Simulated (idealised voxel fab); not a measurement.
The name of this process module is voxel wiring stack.
FYI the section here is cut, 270 nm wide, cells are 5 nm squares.
For the purposes of this document, a cross-section shall be understood as a grid of square cells, specified as bands listed in top-to-bottom order, each band consisting of one or more rows of cells. Look at the band entry: it leads with the top's height and the bottom's height in nm. Then it lists the materials left to right, with a width in nm for each. The word "throughout" on a single material says that material fills the band edge to edge. The word "air" is empty space. Beneath 0, the wafer as received is one material, and that level is where height counting begins. The lowest band goes on downward without a bottom; it is written like "top 0, no bottom". Per-row width for "30->40": begins at first number (top row of band), ends at second number (bottom row), increment between rows held constant. What does "no change occurred" mean for a step? It means no cell of the cross-section changed in that step. Reported under the label "Sealed internal cavities" are the empty spaces having no open way to the top and comprising 8 cells or more; the notation for each is width x height at distance, in which the distance is measured from the left edge and all three values are in nm. On a step's line, text after the settings is the simulator commenting on that step. When a step includes a mask, the "overlay nm" setting on its line states how far to the right of its planned place that mask lay, and negative values state how far to the left.
## Process steps foreseen in the plan
- 1: RECEIVE with material Si
- 2: CONFORMAL_DEP with material SiO2, thk nm 15
- 3: DIRECTIONAL_DEP with material TiN, thk nm 5
- 4: DIRECTIONAL_DEP with material W, thk nm 15
- 5: MASKED_ETCH with tone cover, mask id METAL_1, width nm 25, pitch nm 50, etch materials W, depth nm 15, overlay nm 0
- 6: MASKED_ETCH with tone cover, mask id METAL_1, width nm 25, pitch nm 50, etch materials TiN, depth nm 5, overlay nm 0
- 7: FILL_DEP with material SiO2, thk nm 10
- 8: CMP with height nm 35
- 9: CONFORMAL_DEP with material SiCN, thk nm 5
- 10: DIRECTIONAL_DEP with material SiO2, thk nm 35
- 11: DIRECTIONAL_DEP with material aC, thk nm 15
- 12: PATTERN with tone open, mask id METAL_2_HOLES, material resist, width nm 15, thk nm 30, overlay nm 0
- 13: DIRECTIONAL_ETCH with etch materials aC, depth nm 15
- 14: STRIP with etch materials resist
- 15: DIRECTIONAL_ETCH with etch materials SiO2, depth nm 35
- 16: STRIP with etch materials aC
- 17: MASKED_ETCH with tone open, mask id METAL_2, width nm 25, pitch nm 50, etch materials SiO2, depth nm 20, overlay nm 0
- 18: MASKED_ETCH with tone open, mask id METAL_2, width nm 25, pitch nm 50, etch materials SiCN, depth nm 5, overlay nm 0
- 19: CONFORMAL_DEP with material TiN, thk nm 5
- 20: FILL_DEP with material Cu, thk nm 5
- 21: CMP with height nm 75
- 22: CONFORMAL_DEP with material SiCN, thk nm 5
- 23: DIRECTIONAL_DEP with material SiO2, thk nm 35
- 24: MASKED_ETCH with tone open, mask id METAL_3_HOLES, width nm 15, etch materials SiO2, depth nm 35, overlay nm 0
- 25: PATTERN with tone open, mask id METAL_3, material resist, width nm 25, pitch nm 50, thk nm 15, overlay nm 0
- 26: DIRECTIONAL_ETCH with etch materials SiO2, depth nm 20
- 27: DIRECTIONAL_ETCH with etch materials SiCN, depth nm 5
- 28: STRIP with etch materials resist
- 29: CONFORMAL_DEP with material TiN, thk nm 5
- 30: FILL_DEP with material Ru, thk nm 10
- 31: CMP with height nm 115
- 32: CONFORMAL_DEP with material SiCN, thk nm 5
## So, the first of our two wafers, run just as we planned it
## As-received wafer cross-section (after step 1)
	top 0, no bottom | Si throughout
	Sealed internal cavities: none
## So this is the wafer cross-section right after step 2
	top 15, bottom 0 | SiO2 throughout
	All layers under 0 are left as they were.
## So this is the wafer cross-section right after step 3
	top 20, bottom 15 | TiN throughout
	All layers under 15 are left as they were.
## So this is the wafer cross-section right after step 4
	top 35, bottom 20 | W throughout
	All layers under 20 are left as they were.
## So this is the wafer cross-section right after step 5
	top 35, bottom 20 | air 95 nm; W 25 nm; air 25 nm; W 25 nm; air 100 nm
	All layers under 20 are left as they were.
## So this is the wafer cross-section right after step 6
	top 35, bottom 20 | air 95 nm; W 25 nm; air 25 nm; W 25 nm; air 100 nm
	top 20, bottom 15 | air 95 nm; TiN 25 nm; air 25 nm; TiN 25 nm; air 100 nm
	All layers under 15 are left as they were.
## So this is the wafer cross-section right after step 7
	top 45, bottom 35 | SiO2 throughout
	top 35, bottom 20 | SiO2 95 nm; W 25 nm; SiO2 25 nm; W 25 nm; SiO2 100 nm
	top 20, bottom 15 | SiO2 95 nm; TiN 25 nm; SiO2 25 nm; TiN 25 nm; SiO2 100 nm
	All layers under 15 are left as they were.
## So this is the wafer cross-section right after step 8
	top 35, bottom 20 | SiO2 95 nm; W 25 nm; SiO2 25 nm; W 25 nm; SiO2 100 nm
	All layers under 20 are left as they were.
## So this is the wafer cross-section right after step 9
	top 40, bottom 35 | SiCN throughout
	All layers under 35 are left as they were.
## So this is the wafer cross-section right after step 10
	top 75, bottom 40 | SiO2 throughout
	All layers under 40 are left as they were.
## So this is the wafer cross-section right after step 11
	top 90, bottom 75 | aC throughout
	All layers under 75 are left as they were.
## So this is the wafer cross-section right after step 12
	top 120, bottom 90 | resist 95 nm; air 15 nm; resist 160 nm
	All layers under 90 are left as they were.
## So this is the wafer cross-section right after step 13
	top 105, bottom 90 | resist 95 nm; air 15 nm; resist 160 nm
	top 90, bottom 75 | aC 95 nm; air 15 nm; aC 160 nm
	All layers under 75 are left as they were.
## So this is the wafer cross-section right after step 14
	top 90, bottom 75 | aC 95 nm; air 15 nm; aC 160 nm
	All layers under 75 are left as they were.
## So this is the wafer cross-section right after step 15
	top 90, bottom 75 | aC 95 nm; air 15 nm; aC 160 nm
	top 75, bottom 40 | SiO2 95 nm; air 15 nm; SiO2 160 nm
	All layers under 40 are left as they were.
## So this is the wafer cross-section right after step 16
	top 75, bottom 40 | SiO2 95 nm; air 15 nm; SiO2 160 nm
	All layers under 40 are left as they were.
## So this is the wafer cross-section right after step 17
	top 75, bottom 55 | SiO2 95 nm; air 25 nm; SiO2 25 nm; air 25 nm; SiO2 100 nm
	All layers under 55 are left as they were.
## So this is the wafer cross-section right after step 18
	top 75, bottom 55 | SiO2 95 nm; air 25 nm; SiO2 25 nm; air 25 nm; SiO2 100 nm
	top 55, bottom 40 | SiO2 95 nm; air 15 nm; SiO2 160 nm
	top 40, bottom 35 | SiCN 95 nm; air 15 nm; SiCN 160 nm
	All layers under 35 are left as they were.
## So this is the wafer cross-section right after step 19
	top 80, bottom 75 | TiN 100 nm; air 15 nm; TiN 35 nm; air 15 nm; TiN 105 nm
	top 75, bottom 60 | SiO2 95 nm; TiN 5 nm; air 15 nm; TiN 5 nm; SiO2 25 nm; TiN 5 nm; air 15 nm; TiN 5 nm; SiO2 100 nm
	top 60, bottom 55 | SiO2 95 nm; TiN 5 nm; air 5 nm; TiN 15 nm; SiO2 25 nm; TiN 25 nm; SiO2 100 nm
	top 55, bottom 40 | SiO2 95 nm; TiN 5 nm; air 5 nm; TiN 5 nm; SiO2 160 nm
	top 40, bottom 35 | SiCN 95 nm; TiN 15 nm; SiCN 160 nm
	All layers under 35 are left as they were.
## So this is the wafer cross-section right after step 20
	top 85, bottom 80 | Cu throughout
	top 80, bottom 75 | TiN 100 nm; Cu 15 nm; TiN 35 nm; Cu 15 nm; TiN 105 nm
	top 75, bottom 60 | SiO2 95 nm; TiN 5 nm; Cu 15 nm; TiN 5 nm; SiO2 25 nm; TiN 5 nm; Cu 15 nm; TiN 5 nm; SiO2 100 nm
	top 60, bottom 55 | SiO2 95 nm; TiN 5 nm; Cu 5 nm; TiN 15 nm; SiO2 25 nm; TiN 25 nm; SiO2 100 nm
	top 55, bottom 40 | SiO2 95 nm; TiN 5 nm; Cu 5 nm; TiN 5 nm; SiO2 160 nm
	All layers under 40 are left as they were.
## So this is the wafer cross-section right after step 21
	top 75, bottom 60 | SiO2 95 nm; TiN 5 nm; Cu 15 nm; TiN 5 nm; SiO2 25 nm; TiN 5 nm; Cu 15 nm; TiN 5 nm; SiO2 100 nm
	All layers under 60 are left as they were.
## So this is the wafer cross-section right after step 22
	top 80, bottom 75 | SiCN throughout
	All layers under 75 are left as they were.
## So this is the wafer cross-section right after step 23
	top 115, bottom 80 | SiO2 throughout
	All layers under 80 are left as they were.
## So this is the wafer cross-section right after step 24
	top 115, bottom 80 | SiO2 95 nm; air 15 nm; SiO2 160 nm
	All layers under 80 are left as they were.
## So this is the wafer cross-section right after step 25
	top 130, bottom 115 | resist 95 nm; air 25 nm; resist 25 nm; air 25 nm; resist 100 nm
	All layers under 115 are left as they were.
## So this is the wafer cross-section right after step 26
	top 130, bottom 115 | resist 95 nm; air 25 nm; resist 25 nm; air 25 nm; resist 100 nm
	top 115, bottom 95 | SiO2 95 nm; air 25 nm; SiO2 25 nm; air 25 nm; SiO2 100 nm
	All layers under 95 are left as they were.
## So this is the wafer cross-section right after step 27
	top 130, bottom 115 | resist 95 nm; air 25 nm; resist 25 nm; air 25 nm; resist 100 nm
	top 115, bottom 95 | SiO2 95 nm; air 25 nm; SiO2 25 nm; air 25 nm; SiO2 100 nm
	top 95, bottom 80 | SiO2 95 nm; air 15 nm; SiO2 160 nm
	top 80, bottom 75 | SiCN 95 nm; air 15 nm; SiCN 160 nm
	All layers under 75 are left as they were.
## So this is the wafer cross-section right after step 28
	top 115, bottom 95 | SiO2 95 nm; air 25 nm; SiO2 25 nm; air 25 nm; SiO2 100 nm
	All layers under 95 are left as they were.
## So this is the wafer cross-section right after step 29
	top 120, bottom 115 | TiN 100 nm; air 15 nm; TiN 35 nm; air 15 nm; TiN 105 nm
	top 115, bottom 100 | SiO2 95 nm; TiN 5 nm; air 15 nm; TiN 5 nm; SiO2 25 nm; TiN 5 nm; air 15 nm; TiN 5 nm; SiO2 100 nm
	top 100, bottom 95 | SiO2 95 nm; TiN 5 nm; air 5 nm; TiN 15 nm; SiO2 25 nm; TiN 25 nm; SiO2 100 nm
	top 95, bottom 80 | SiO2 95 nm; TiN 5 nm; air 5 nm; TiN 5 nm; SiO2 160 nm
	top 80, bottom 75 | SiCN 95 nm; TiN 15 nm; SiCN 160 nm
	All layers under 75 are left as they were.
## So this is the wafer cross-section right after step 30
	top 130, bottom 120 | Ru throughout
	top 120, bottom 115 | TiN 100 nm; Ru 15 nm; TiN 35 nm; Ru 15 nm; TiN 105 nm
	top 115, bottom 100 | SiO2 95 nm; TiN 5 nm; Ru 15 nm; TiN 5 nm; SiO2 25 nm; TiN 5 nm; Ru 15 nm; TiN 5 nm; SiO2 100 nm
	top 100, bottom 95 | SiO2 95 nm; TiN 5 nm; Ru 5 nm; TiN 15 nm; SiO2 25 nm; TiN 25 nm; SiO2 100 nm
	top 95, bottom 80 | SiO2 95 nm; TiN 5 nm; Ru 5 nm; TiN 5 nm; SiO2 160 nm
	All layers under 80 are left as they were.
## So this is the wafer cross-section right after step 31
	top 115, bottom 100 | SiO2 95 nm; TiN 5 nm; Ru 15 nm; TiN 5 nm; SiO2 25 nm; TiN 5 nm; Ru 15 nm; TiN 5 nm; SiO2 100 nm
	All layers under 100 are left as they were.
## So this is the wafer cross-section right after step 32
	top 120, bottom 115 | SiCN throughout
	All layers under 115 are left as they were.
## For the second wafer, take the first wafer's start and plan, then add one mistake made in running it; everything through step 25, that step included, is shared with the first
## Cross-section of the second wafer when, according to plan, step 26 should have finished
	top 130, bottom 115 | resist 95 nm; air 25 nm; resist 25 nm; air 25 nm; resist 100 nm
	top 115, bottom 80 | SiO2 95 nm; air 25 nm; SiO2 25 nm; air 25 nm; SiO2 100 nm
	All layers under 80 are left as they were.
## Cross-section of the second wafer when, according to plan, step 27 should have finished
	top 130, bottom 115 | resist 95 nm; air 25 nm; resist 25 nm; air 25 nm; resist 100 nm
	top 115, bottom 80 | SiO2 95 nm; air 25 nm; SiO2 25 nm; air 25 nm; SiO2 100 nm
	top 80, bottom 75 | SiCN 95 nm; air 25 nm; SiCN 25 nm; air 25 nm; SiCN 100 nm
	All layers under 75 are left as they were.
## Cross-section of the second wafer when, according to plan, step 28 should have finished
	top 115, bottom 80 | SiO2 95 nm; air 25 nm; SiO2 25 nm; air 25 nm; SiO2 100 nm
	All layers under 80 are left as they were.
## Cross-section of the second wafer when, according to plan, step 29 should have finished
	top 120, bottom 115 | TiN 100 nm; air 15 nm; TiN 35 nm; air 15 nm; TiN 105 nm
	top 115, bottom 80 | SiO2 95 nm; TiN 5 nm; air 15 nm; TiN 5 nm; SiO2 25 nm; TiN 5 nm; air 15 nm; TiN 5 nm; SiO2 100 nm
	top 80, bottom 75 | SiCN 95 nm; TiN 25 nm; SiCN 25 nm; TiN 25 nm; SiCN 100 nm
	All layers under 75 are left as they were.
## Cross-section of the second wafer when, according to plan, step 30 should have finished
	top 130, bottom 120 | Ru throughout
	top 120, bottom 115 | TiN 100 nm; Ru 15 nm; TiN 35 nm; Ru 15 nm; TiN 105 nm
	top 115, bottom 80 | SiO2 95 nm; TiN 5 nm; Ru 15 nm; TiN 5 nm; SiO2 25 nm; TiN 5 nm; Ru 15 nm; TiN 5 nm; SiO2 100 nm
	All layers under 80 are left as they were.
## Cross-section of the second wafer when, according to plan, step 31 should have finished
	top 115, bottom 80 | SiO2 95 nm; TiN 5 nm; Ru 15 nm; TiN 5 nm; SiO2 25 nm; TiN 5 nm; Ru 15 nm; TiN 5 nm; SiO2 100 nm
	All layers under 80 are left as they were.
## Cross-section of the second wafer when, according to plan, step 32 should have finished
	top 120, bottom 115 | SiCN throughout
	All layers under 115 are left as they were.
Deviation from plan: the plan's step 26 ran twice
Cell-count delta at end, second wafer over first, by material: +20 Ru, -7 SiCN, -21 SiO2, +8 TiN
